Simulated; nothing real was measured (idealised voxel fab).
voxel transistor to metal: a process module
FYI the section here is cut, 160 nm wide, cells are 5 nm squares.
This document writes a cross-section as a grid whose cells are square, and gives it as bands, listed from the top down; one or more rows of cells form a band.
It is stipulated that each band's entry specify, in nanometres, the height of the top of the band and then that of its bottom, followed by the materials of the band in left-to-right sequence, each together with its width in nanometres. A single material marked by the word "everywhere" is understood to fill the band from edge to edge; the word "empty" is understood to denote empty space.
Heights are expressed relative to 0, this being the level below which the as-received wafer comprises one material exclusively. The lowest band is unbounded in the downward direction and is denoted as in "0 -> down".
A two-number width, for instance "30 to 40", indicates that the width is equal to the first number in the top row of the band and to the second number in the bottom row, and that it changes by a constant amount per row of cells.
Where a step carries "no modification", the cross-section came out of it unchanged, cell for cell.
The entry "Closed void register" lists the empty spaces that cover at least 8 cells and have no open path to the top. Each is written as width x height at distance, where the distance is measured from the left edge and all three values are in nm.
It should be noted that, on the line of a given step, the content following the step's settings is a remark produced by the simulator itself with respect to that step.
If you see "overlay nm" on a step's line and that step has a mask, it's telling you how far right of where it was planned the mask ended up; a negative number means it went left instead.

PROCESS STEPS - PLAN
| 1 | RECEIVE (material Si) |
| 2 | OXIDIZE (depth nm 5) |
| 3 | CONFORMAL_DEP (material SiN; thk nm 10) |
| 4 | MASKED_ETCH (tone cover; mask id ACTIVE; width nm 100; etch materials SiN; depth nm 10; overlay nm 0) |
| 5 | MASKED_ETCH (tone cover; mask id ACTIVE; width nm 100; etch materials SiO2; depth nm 5; overlay nm 0) |
| 6 | MASKED_ETCH (tone cover; mask id ACTIVE; width nm 100; etch materials Si; depth nm 30; overlay nm 0) |
| 7 | FILL_DEP (material SiO2; thk nm 5) |
| 8 | CMP (height nm 10) |
| 9 | SELECTIVE_ETCH (etch materials SiO2; depth nm 5) |
| 10 | STRIP (etch materials SiN) |
| 11 | SELECTIVE_ETCH (etch materials SiO2; depth nm 5) |
| 12 | OXIDIZE (depth nm 5) |
| 13 | DIRECTIONAL_DEP (material polySi; thk nm 30) |
| 14 | DIRECTIONAL_DEP (material SiCN; thk nm 15) |
| 15 | DIRECTIONAL_DEP (material aC; thk nm 10) |
| 16 | PATTERN (tone cover; mask id GATE; material resist; width nm 20; thk nm 30; overlay nm 0) |
| 17 | DIRECTIONAL_ETCH (etch materials aC; depth nm 10) |
| 18 | STRIP (etch materials resist) |
| 19 | DIRECTIONAL_ETCH (etch materials SiCN; depth nm 25) |
| 20 | DIRECTIONAL_ETCH (etch materials polySi; depth nm 40) |
| 21 | STRIP (etch materials aC) |
| 22 | CONFORMAL_DEP (material SiO2; thk nm 5) |
| 23 | DIRECTIONAL_ETCH (etch materials SiO2; depth nm 5) |
| 24 | CONFORMAL_DEP (material SiN; thk nm 10) |
| 25 | DIRECTIONAL_ETCH (etch materials SiN; depth nm 10) |
| 26 | DIRECTIONAL_ETCH (etch materials SiO2; depth nm 5) |
| 27 | DIRECTIONAL_ETCH (etch materials Si; depth nm 15) |
| 28 | EPI (material SiGe; thk nm 15) |
| 29 | FILL_DEP (material SiO2; thk nm 5) |
| 30 | CMP (height nm 40) |
| 31 | DIRECTIONAL_DEP (material SiO2; thk nm 15) |
| 32 | DIRECTIONAL_DEP (material aC; thk nm 10) |
| 33 | PATTERN (tone open; mask id CONTACT; material resist; width nm 25; pitch nm 55; thk nm 30; overlay nm 0) |
| 34 | DIRECTIONAL_ETCH (etch materials aC; depth nm 10) |
| 35 | STRIP (etch materials resist) |
| 36 | DIRECTIONAL_ETCH (etch materials SiO2; depth nm 50) |
| 37 | STRIP (etch materials aC) |
| 38 | CONFORMAL_DEP (material TiN; thk nm 5) |
| 39 | FILL_DEP (material Ru; thk nm 5) |
| 40 | CMP (height nm 55) |
| 41 | DIRECTIONAL_DEP (material TiN; thk nm 5) |
| 42 | DIRECTIONAL_DEP (material W; thk nm 25) |
| 43 | PATTERN (tone cover; mask id METAL_1; material resist; width nm 15; pitch nm 65; thk nm 15; overlay nm 0) |
| 44 | DIRECTIONAL_ETCH (etch materials W; depth nm 25) |
| 45 | DIRECTIONAL_ETCH (etch materials TiN; depth nm 5) |
| 46 | STRIP (etch materials resist) |
| 47 | FILL_DEP (material lowk; thk nm 5) |
| 48 | CMP (height nm 85) |
| 49 | CONFORMAL_DEP (material SiCN; thk nm 5) |

CROSS-SECTION OF THE WAFER AT RECEIPT, WHICH IS THE CONDITION AFTER STEP 1
* 0 -> down | Si everywhere
* Closed void register: none

CROSS-SECTIONAL RESULT AFTER MODULE COMPLETION. NOTE: STARTING CONDITION AND PLAN ARE UNCHANGED FROM ABOVE; ONE PROCESSING MISTAKE WAS MADE
* 90 -> 85 | SiCN everywhere
* 85 -> 60 | lowk=40, then W=15, then lowk=50, then W=15, then lowk=40
* 60 -> 55 | lowk=40, then TiN=15, then lowk=50, then TiN=15, then lowk=40
* 55 -> 45 | SiO2=45, then TiN=5, then Ru=5, then TiN=5, then SiO2=40, then TiN=5, then Ru=5, then TiN=5, then SiO2=45
* 45 -> 40 | SiO2=45, then TiN=15, then SiO2=40, then TiN=15, then SiO2=45
* 40 -> 25 | SiO2=45, then TiN=10, then SiN=10, then SiO2=5, then SiCN=20, then SiO2=5, then SiN=10, then TiN=10, then SiO2=45
* 25 -> 5 | SiO2=45, then TiN=10, then SiN=10, then SiO2=5, then polySi=20, then SiO2=5, then SiN=10, then TiN=10, then SiO2=45
* 5 -> 0 | SiO2=35, then SiGe=20, then SiN=10, then SiO2=5, then polySi=20, then SiO2=5, then SiN=10, then SiGe=20, then SiO2=35
* 0 -> -5 | SiO2=30, then SiN=10, then SiGe=15, then SiN=10, then SiO2=5, then polySi=20, then SiO2=5, then SiN=10, then SiGe=15, then SiN=10, then SiO2=30
* -5 -> -10 | SiO2=40, then SiGe=15, then SiO2=50, then SiGe=15, then SiO2=40
* -10 -> -25 | SiO2=30, then Si=10, then SiGe=15, then Si=50, then SiGe=15, then Si=10, then SiO2=30
* -25 -> -35 | SiO2=30, then Si=100, then SiO2=30
* -35 -> down | Si everywhere
* Closed void register: none
What was done differently from what was planned? step 33 changed vs plan, executed as PATTERN (tone open; mask id CONTACT; material resist; width nm 15; pitch nm 55; thk nm 30; overlay nm 0)
